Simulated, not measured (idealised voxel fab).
The document below concerns the process module designated voxel self aligned vias.
Cross-section cut spans 225 nm and uses square cells 5 nm in size.
Cross-sections here: square-cell grids, written as top-down lists of bands, a band being one or more rows of cells.
The band entry comprises the height of the band's top followed by the height of its bottom, expressed in nm, and subsequently the band's materials from left to right, each stated together with its width in nm. Where a single material is marked with the word "everywhere", that material fills the band from edge to edge. The word "blank" represents empty space.
Convention: height 0 is the level below which the wafer, as received, is all one material. The lowest band does not terminate at the bottom but continues downward, represented as "0 nm and below".
Width: "30..40" (first number = top row, second number = bottom row, same change from row to row of cells).
When a step is marked "all unchanged", none of the cells in the cross-section changed during that step.
"Listed closed voids": empty spaces of 8 cells or more with no open way to the top, each given as width x height at distance, distance from the left edge, all in nm.
Text after the settings on a step's line: the simulator's own remark on that step.
If you see "overlay nm" on a step's line and that step has a mask, it's telling you how far right of where it was planned the mask ended up; a negative number means it went left instead.

-- Intended process steps
1. RECEIVE, material Si
2. CONFORMAL_DEP, material SiO2, thk nm 15
3. CONFORMAL_DEP, material SiCN, thk nm 5
4. DIRECTIONAL_DEP, material SiO2, thk nm 20
5. MASKED_ETCH, tone open, mask id LINES, width nm 15, pitch nm 75, etch materials SiO2, depth nm 20, overlay nm 0
6. CONFORMAL_DEP, material TiN, thk nm 5
7. FILL_DEP, material W, thk nm 10
8. CMP, height nm 40
9. SELECTIVE_ETCH, etch materials W Ru TiN, depth nm 5
10. FILL_DEP, material SiN, thk nm 10
11. CMP, height nm 40
12. DIRECTIONAL_DEP, material SiO2, thk nm 15
13. DIRECTIONAL_DEP, material aC, thk nm 10
14. PATTERN, tone open, mask id VIAS, material resist, width nm 45, pitch nm 75, thk nm 30, overlay nm 0
15. DIRECTIONAL_ETCH, etch materials aC, depth nm 10
16. STRIP, etch materials resist
17. DIRECTIONAL_ETCH, etch materials SiO2, depth nm 15
18. DIRECTIONAL_ETCH, etch materials SiN, depth nm 5
19. STRIP, etch materials aC
20. CONFORMAL_DEP, material TiN, thk nm 5
21. FILL_DEP, material Cu, thk nm 10
22. CMP, height nm 55
23. CONFORMAL_DEP, material SiN, thk nm 5
For this document, wafers share an identical start and vary in the step 5 width nm; the plan quotes the first wafer's value.

-- Cut through the first of several wafers as received, post step 1
  0 nm and below: Si everywhere
  Listed closed voids: none

-- The table below has one row for each wafer; a row shows, as of the end of the module, how many cells of each material the wafer has gained, marked (+), or lost, marked (-), since it was received, and then the wafer's closed voids
width nm 15 | +30 Cu | +45 SiCN | +45 SiN | +372 SiO2 | +44 TiN | +4 W | Listed closed voids: none
width nm 20 | +32 Cu | +45 SiCN | +45 SiN | +364 SiO2 | +46 TiN | +8 W | Listed closed voids: none
width nm 25 | +34 Cu | +45 SiCN | +45 SiN | +356 SiO2 | +48 TiN | +12 W | Listed closed voids: none
width nm 30 | +36 Cu | +45 SiCN | +45 SiN | +348 SiO2 | +50 TiN | +16 W | Listed closed voids: none
width nm 35 | +38 Cu | +45 SiCN | +45 SiN | +340 SiO2 | +52 TiN | +20 W | Listed closed voids: none
width nm 40 | +40 Cu | +45 SiCN | +45 SiN | +332 SiO2 | +54 TiN | +24 W | Listed closed voids: none
